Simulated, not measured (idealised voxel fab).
The following is a process module called voxel spacer lines.
This is section cut - it's 165 nm across, gridded in 5 nm square cells.
A cross-section in this document is a grid of square cells, and it is written down as bands, the top band listed before the ones below it; a band is made up of one or more rows of cells. Look at the band entry: it leads with the top's height and the bottom's height in nm. Then it lists the materials left to right, with a width in nm for each. The word "edge to edge" on a single material says that material fills the band edge to edge. The word "air" is empty space. Heights from 0 (as-received wafer is one material below). Bottom band endless downward, as "0 down". Graded width ("30..40"): value in top row of band = first number; value in bottom row = second number; row-to-row change constant. Given "no alterations made" for a step, no cell of the cross-section differs between before and after that step. Closed empty spaces (no open way to the top) of 8 cells or more are what "Fully closed voids" lists, each as width x height at distance from the left edge, nm for all three. Read whatever lies past the settings on a step's line as the simulator's own remark about the step. When a step includes a mask, the "overlay nm" setting on its line states how far to the right of its planned place that mask lay, and negative values state how far to the left.
**Listed below are the process steps as planned**
| 1 | RECEIVE, material Si |
| 2 | CONFORMAL_DEP, material Al2O3, thk nm 5 |
| 3 | DIRECTIONAL_DEP, material polySi, thk nm 15 |
| 4 | DIRECTIONAL_DEP, material aC, thk nm 25 |
| 5 | PATTERN, tone cover, mask id MANDREL, material resist, width nm 20, pitch nm 60, thk nm 30, overlay nm 0 |
| 6 | DIRECTIONAL_ETCH, etch materials aC, depth nm 25 |
| 7 | STRIP, etch materials resist |
| 8 | CONFORMAL_DEP, material SiO2, thk nm 10 |
| 9 | DIRECTIONAL_ETCH, etch materials SiO2, depth nm 10 |
| 10 | STRIP, etch materials aC |
| 11 | DIRECTIONAL_ETCH, etch materials polySi, depth nm 15 |
| 12 | STRIP, etch materials SiO2 |
Quick note for whoever runs this: the wafers start identical, but the thk nm at step 2 isn't the same across them. The plan just shows what the first wafer had.
**Cross-section of the first of several wafers as received (after step 1)**
> 0 down | Si edge to edge
> Fully closed voids: none
**first wafer at the end, after step 12**
> 20 to 5 | 30 air, 10 polySi, 20 air, 10 polySi, 20 air, 10 polySi, 20 air, 10 polySi, 35 air
> 5 to 0 | Al2O3 edge to edge
> 0 down | Si edge to edge
> Fully closed voids: none
**last wafer at the end**
> 35 to 20 | 30 air, 10 polySi, 20 air, 10 polySi, 20 air, 10 polySi, 20 air, 10 polySi, 35 air
> 20 to 0 | Al2O3 edge to edge
> 0 down | Si edge to edge
> Fully closed voids: none
**Basically each wafer gets a line in the table, showing it at the end of the module: material by material, the cells it gained (+) or lost (-) since we got it, then its closed voids**
thk nm 5 | +33 Al2O3 | +24 polySi | Fully closed voids: none
thk nm 10 | +66 Al2O3 | +24 polySi | Fully closed voids: none
thk nm 15 | +99 Al2O3 | +24 polySi | Fully closed voids: none
thk nm 20 | +132 Al2O3 | +24 polySi | Fully closed voids: none
